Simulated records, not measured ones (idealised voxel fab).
Process module heading - voxel gate over fins
Cross-section cut spans 185 nm and uses square cells 5 nm in size.
If you're reading a cross-section in this doc, picture square cells in a grid; it comes to you as bands, top ones listed first down to the bottom, and a band can be one or more rows of cells.
Each band's line starts with the height of the band's top and of its bottom, in nm. Then come its materials from left to right, each with its width in nm. One material with "full width" fills the band from edge to edge. "blank" is empty space.
Heights are measured from 0, the level below which the as-received wafer is all one material; the lowest band has no bottom and continues downward, written as in "z 0 and below".
A width such as "30 to 40" changes by the same amount from each row of cells to the next, from the band's top row to its bottom row.
"no change occurred" means the step left every cell of the cross-section as it was.
You'll see "Enclosed cavities" listing empty spaces that have no way open to the top, as long as they're 8 cells or more; the notation is width x height at distance, where the distance is from the left edge, and all of it is in nm.
Note: text after step settings on the step line = simulator remark on that step.
The line of a step may include "overlay nm". On a step with a mask, this value is how far to the right of its planned place the mask lay. A negative value means the mask lay to the left.
# Process steps - plan
1,RECEIVE with material Si
2,CONFORMAL_DEP with material SiN, thk nm 10
3,PATTERN with tone cover, mask id FINS, material resist, width nm 15, pitch nm 45, thk nm 15, overlay nm 0
4,DIRECTIONAL_ETCH with etch materials SiN, depth nm 10
5,DIRECTIONAL_ETCH with etch materials Si, depth nm 35
6,STRIP with etch materials resist
7,OXIDIZE with depth nm 5
8,FILL_DEP with material SiO2, thk nm 5
9,CMP with height nm 10
10,SELECTIVE_ETCH with etch materials SiO2, depth nm 25
11,STRIP with etch materials SiN
12,CONFORMAL_DEP with material HfO2, thk nm 5
13,CONFORMAL_DEP with material TiN, thk nm 5
14,FILL_DEP with material W, thk nm 10
15,CMP with height nm 15
16,CONFORMAL_DEP with material SiCN, thk nm 5
# Run as planned: first of two wafers
# This is the cross-section of the wafer as we received it, i.e. after step 1
	z 0 and below  Si full width
	Enclosed cavities: none
# Wafer section view after processing step 2
	z 10 to 0  SiN full width
	Under the height 0 nothing was changed.
# Wafer section view after processing step 3
	z 25 to 10  blank (60), then resist (15), then blank (30), then resist (15), then blank (65)
	Under the height 10 nothing was changed.
# Wafer section view after processing step 4
	z 25 to 10  blank (60), then resist (15), then blank (30), then resist (15), then blank (65)
	z 10 to 0  blank (60), then SiN (15), then blank (30), then SiN (15), then blank (65)
	Under the height 0 nothing was changed.
# Wafer section view after processing step 5
	z 25 to 10  blank (60), then resist (15), then blank (30), then resist (15), then blank (65)
	z 10 to 0  blank (60), then SiN (15), then blank (30), then SiN (15), then blank (65)
	z 0 to -35  blank (60), then Si (15), then blank (30), then Si (15), then blank (65)
	Under the height -35 nothing was changed.
# Wafer section view after processing step 6
	z 10 to 0  blank (60), then SiN (15), then blank (30), then SiN (15), then blank (65)
	Under the height 0 nothing was changed.
# Wafer section view after processing step 7
	z 10 to 0  blank (60), then SiN (15), then blank (30), then SiN (15), then blank (65)
	z 0 to -35  blank (60), then SiO2 (5), then Si (5), then SiO2 (5), then blank (30), then SiO2 (5), then Si (5), then SiO2 (5), then blank (65)
	z -35 to -40  SiO2 (65), then Si (5), then SiO2 (40), then Si (5), then SiO2 (70)
	Under the height -40 nothing was changed.
# Wafer section view after processing step 8
	z 15 to 10  SiO2 full width
	z 10 to 0  SiO2 (60), then SiN (15), then SiO2 (30), then SiN (15), then SiO2 (65)
	z 0 to -40  SiO2 (65), then Si (5), then SiO2 (40), then Si (5), then SiO2 (70)
	Under the height -40 nothing was changed.
# Wafer section view after processing step 9
	z 10 to 0  SiO2 (60), then SiN (15), then SiO2 (30), then SiN (15), then SiO2 (65)
	Under the height 0 nothing was changed.
# Wafer section view after processing step 10
	z 10 to 0  blank (60), then SiN (15), then blank (30), then SiN (15), then blank (65)
	z 0 to -15  blank (65), then Si (5), then blank (40), then Si (5), then blank (70)
	Under the height -15 nothing was changed.
# Wafer section view after processing step 11
	z 0 to -15  blank (65), then Si (5), then blank (40), then Si (5), then blank (70)
	Under the height -15 nothing was changed.
# Wafer section view after processing step 12
	z 5 to 0  blank (60), then HfO2 (15), then blank (30), then HfO2 (15), then blank (65)
	z 0 to -10  blank (60), then HfO2 (5), then Si (5), then HfO2 (5), then blank (30), then HfO2 (5), then Si (5), then HfO2 (5), then blank (65)
	z -10 to -15  HfO2 (65), then Si (5), then HfO2 (40), then Si (5), then HfO2 (70)
	Under the height -15 nothing was changed.
# Wafer section view after processing step 13
	z 10 to 5  blank (55), then TiN (25), then blank (20), then TiN (25), then blank (60)
	z 5 to 0  blank (55), then TiN (5), then HfO2 (15), then TiN (5), then blank (20), then TiN (5), then HfO2 (15), then TiN (5), then blank (60)
	z 0 to -5  blank (55), then TiN (5), then HfO2 (5), then Si (5), then HfO2 (5), then TiN (5), then blank (20), then TiN (5), then HfO2 (5), then Si (5), then HfO2 (5), then TiN (5), then blank (60)
	z -5 to -10  TiN (60), then HfO2 (5), then Si (5), then HfO2 (5), then TiN (30), then HfO2 (5), then Si (5), then HfO2 (5), then TiN (65)
	Under the height -10 nothing was changed.
# Wafer section view after processing step 14
	z 20 to 10  W full width
	z 10 to 5  W (55), then TiN (25), then W (20), then TiN (25), then W (60)
	z 5 to 0  W (55), then TiN (5), then HfO2 (15), then TiN (5), then W (20), then TiN (5), then HfO2 (15), then TiN (5), then W (60)
	z 0 to -5  W (55), then TiN (5), then HfO2 (5), then Si (5), then HfO2 (5), then TiN (5), then W (20), then TiN (5), then HfO2 (5), then Si (5), then HfO2 (5), then TiN (5), then W (60)
	Under the height -5 nothing was changed.
# Wafer section view after processing step 15
	z 15 to 10  W full width
	Under the height 10 nothing was changed.
# Wafer section view after processing step 16
	z 20 to 15  SiCN full width
	Under the height 15 nothing was changed.
# Wafer two. Same start, same plan, one slip in execution. Same as wafer one through step 2, inclusive
# Cross-sectional representation of the second wafer at the time designated in the plan for the completion of step 3
	z 25 to 10  blank (55), then resist (25), then blank (20), then resist (25), then blank (60)
	Under the height 10 nothing was changed.
# Cross-sectional representation of the second wafer at the time designated in the plan for the completion of step 4
	z 25 to 10  blank (55), then resist (25), then blank (20), then resist (25), then blank (60)
	z 10 to 0  blank (55), then SiN (25), then blank (20), then SiN (25), then blank (60)
	Under the height 0 nothing was changed.
# Cross-sectional representation of the second wafer at the time designated in the plan for the completion of step 5
	z 25 to 10  blank (55), then resist (25), then blank (20), then resist (25), then blank (60)
	z 10 to 0  blank (55), then SiN (25), then blank (20), then SiN (25), then blank (60)
	z 0 to -35  blank (55), then Si (25), then blank (20), then Si (25), then blank (60)
	Under the height -35 nothing was changed.
# Cross-sectional representation of the second wafer at the time designated in the plan for the completion of step 6
	z 10 to 0  blank (55), then SiN (25), then blank (20), then SiN (25), then blank (60)
	Under the height 0 nothing was changed.
# Cross-sectional representation of the second wafer at the time designated in the plan for the completion of step 7
	z 10 to 0  blank (55), then SiN (25), then blank (20), then SiN (25), then blank (60)
	z 0 to -35  blank (55), then SiO2 (5), then Si (15), then SiO2 (5), then blank (20), then SiO2 (5), then Si (15), then SiO2 (5), then blank (60)
	z -35 to -40  SiO2 (60), then Si (15), then SiO2 (30), then Si (15), then SiO2 (65)
	Under the height -40 nothing was changed.
# Cross-sectional representation of the second wafer at the time designated in the plan for the completion of step 8
	z 15 to 10  SiO2 full width
	z 10 to 0  SiO2 (55), then SiN (25), then SiO2 (20), then SiN (25), then SiO2 (60)
	z 0 to -40  SiO2 (60), then Si (15), then SiO2 (30), then Si (15), then SiO2 (65)
	Under the height -40 nothing was changed.
# Cross-sectional representation of the second wafer at the time designated in the plan for the completion of step 9
	z 10 to 0  SiO2 (55), then SiN (25), then SiO2 (20), then SiN (25), then SiO2 (60)
	Under the height 0 nothing was changed.
# Cross-sectional representation of the second wafer at the time designated in the plan for the completion of step 10
	z 10 to 0  blank (55), then SiN (25), then blank (20), then SiN (25), then blank (60)
	z 0 to -15  blank (60), then Si (15), then blank (30), then Si (15), then blank (65)
	Under the height -15 nothing was changed.
# Cross-sectional representation of the second wafer at the time designated in the plan for the completion of step 11
	z 0 to -15  blank (60), then Si (15), then blank (30), then Si (15), then blank (65)
	Under the height -15 nothing was changed.
# Cross-sectional representation of the second wafer at the time designated in the plan for the completion of step 12
	z 5 to 0  blank (55), then HfO2 (25), then blank (20), then HfO2 (25), then blank (60)
	z 0 to -10  blank (55), then HfO2 (5), then Si (15), then HfO2 (5), then blank (20), then HfO2 (5), then Si (15), then HfO2 (5), then blank (60)
	z -10 to -15  HfO2 (60), then Si (15), then HfO2 (30), then Si (15), then HfO2 (65)
	Under the height -15 nothing was changed.
# Cross-sectional representation of the second wafer at the time designated in the plan for the completion of step 13
	z 10 to 5  blank (50), then TiN (35), then blank (10), then TiN (35), then blank (55)
	z 5 to 0  blank (50), then TiN (5), then HfO2 (25), then TiN (5), then blank (10), then TiN (5), then HfO2 (25), then TiN (5), then blank (55)
	z 0 to -5  blank (50), then TiN (5), then HfO2 (5), then Si (15), then HfO2 (5), then TiN (5), then blank (10), then TiN (5), then HfO2 (5), then Si (15), then HfO2 (5), then TiN (5), then blank (55)
	z -5 to -10  TiN (55), then HfO2 (5), then Si (15), then HfO2 (5), then TiN (20), then HfO2 (5), then Si (15), then HfO2 (5), then TiN (60)
	Under the height -10 nothing was changed.
# Cross-sectional representation of the second wafer at the time designated in the plan for the completion of step 14
	z 20 to 10  W full width
	z 10 to 5  W (50), then TiN (35), then W (10), then TiN (35), then W (55)
	z 5 to 0  W (50), then TiN (5), then HfO2 (25), then TiN (5), then W (10), then TiN (5), then HfO2 (25), then TiN (5), then W (55)
	z 0 to -5  W (50), then TiN (5), then HfO2 (5), then Si (15), then HfO2 (5), then TiN (5), then W (10), then TiN (5), then HfO2 (5), then Si (15), then HfO2 (5), then TiN (5), then W (55)
	Under the height -5 nothing was changed.
# Cross-sectional representation of the second wafer at the time designated in the plan for the completion of step 15
	z 15 to 10  W full width
	Under the height 10 nothing was changed.
# Cross-sectional representation of the second wafer at the time designated in the plan for the completion of step 16
	z 20 to 15  SiCN full width
	Under the height 15 nothing was changed.
Plan not followed: step 3 ran as: PATTERN with tone cover, mask id FINS, material resist, width nm 25, pitch nm 45, thk nm 15, overlay nm 0
Once processing is complete, comparing cell counts shows that the second wafer has more or fewer of certain materials than the first: 32 more of Si; 20 fewer of SiO2; 12 fewer of W
